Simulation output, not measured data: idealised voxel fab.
process module | voxel self aligned contacts
cross-section cut | 275 nm wide | cells 5 nm
A cross-section is a grid of square cells, given in bands from the top down. A band is one or more rows of cells.
Each band's line starts with the height of the band's top and of its bottom, in nm. Then come its materials from left to right, each with its width in nm. One material with "throughout" fills the band from edge to edge. "air" is empty space.
Height 0 is the level under which the wafer as received is all one material. The lowest band goes on downwards, as in "0 down".
A width such as "30 to 40" changes by the same amount from each row of cells to the next, from the band's top row to its bottom row.
"no change" after a step means that no cell of the cross-section changed.
closed voids: empty space of 8 cells or more with no open way to the top, each as width x height at its distance from the left edge, in nm
after a step's settings: what the simulator itself notes on the step
overlay nm, on a step with a mask: how far to the right of its planned place the mask lay; to the left if negative
plan
1 op RECEIVE | material Si
2 op OXIDIZE | depth nm 5
3 op DIRECTIONAL_DEP | material polySi | thk nm 25
4 op DIRECTIONAL_DEP | material SiN | thk nm 15
5 op DIRECTIONAL_DEP | material aC | thk nm 10
6 op PATTERN | tone cover | mask id GATE | material resist | width nm 25 | pitch nm 65 | thk nm 25 | overlay nm 0
7 op DIRECTIONAL_ETCH | etch materials aC | depth nm 10
8 op STRIP | etch materials resist
9 op DIRECTIONAL_ETCH | etch materials SiN | depth nm 15
10 op DIRECTIONAL_ETCH | etch materials polySi | depth nm 25
11 op STRIP | etch materials aC
12 op CONFORMAL_DEP | material SiN | thk nm 5
13 op DIRECTIONAL_ETCH | etch materials SiN | depth nm 5
14 op FILL_DEP | material SiO2 | thk nm 20
15 op CMP | height nm 50
16 op DIRECTIONAL_DEP | material aC | thk nm 15
17 op PATTERN | tone open | mask id CONTACT | material resist | width nm 50 | thk nm 35 | overlay nm 0
18 op DIRECTIONAL_ETCH | etch materials aC | depth nm 15
19 op STRIP | etch materials resist
20 op DIRECTIONAL_ETCH | etch materials SiO2 | depth nm 55
21 op STRIP | etch materials aC
22 op CONFORMAL_DEP | material TiN | thk nm 5
23 op FILL_DEP | material Ru | thk nm 5
24 op CMP | height nm 50
25 op CONFORMAL_DEP | material SiN | thk nm 5
varied across the wafers: width nm of step 6. The plan shows the first wafer's value. All wafers start alike
first wafer as received, after step 1
  0 down: Si throughout
  closed voids: none
each wafer at the end: cells of each material gained (+) or lost (-) since it was received, then its closed voids
width nm 25 | +44 Ru | -55 Si | +117 SiN | +419 SiO2 | +30 TiN | +50 polySi | closed voids: none
width nm 30 | +35 Ru | -55 Si | +123 SiN | +412 SiO2 | +30 TiN | +60 polySi | closed voids: none
width nm 35 | +26 Ru | -55 Si | +129 SiN | +405 SiO2 | +30 TiN | +70 polySi | closed voids: none
width nm 40 | +17 Ru | -55 Si | +135 SiN | +398 SiO2 | +30 TiN | +80 polySi | closed voids: none
width nm 45 | +8 Ru | -55 Si | +141 SiN | +391 SiO2 | +30 TiN | +90 polySi | closed voids: none
width nm 50 | +8 Ru | -55 Si | +147 SiN | +384 SiO2 | +21 TiN | +100 polySi | closed voids: none
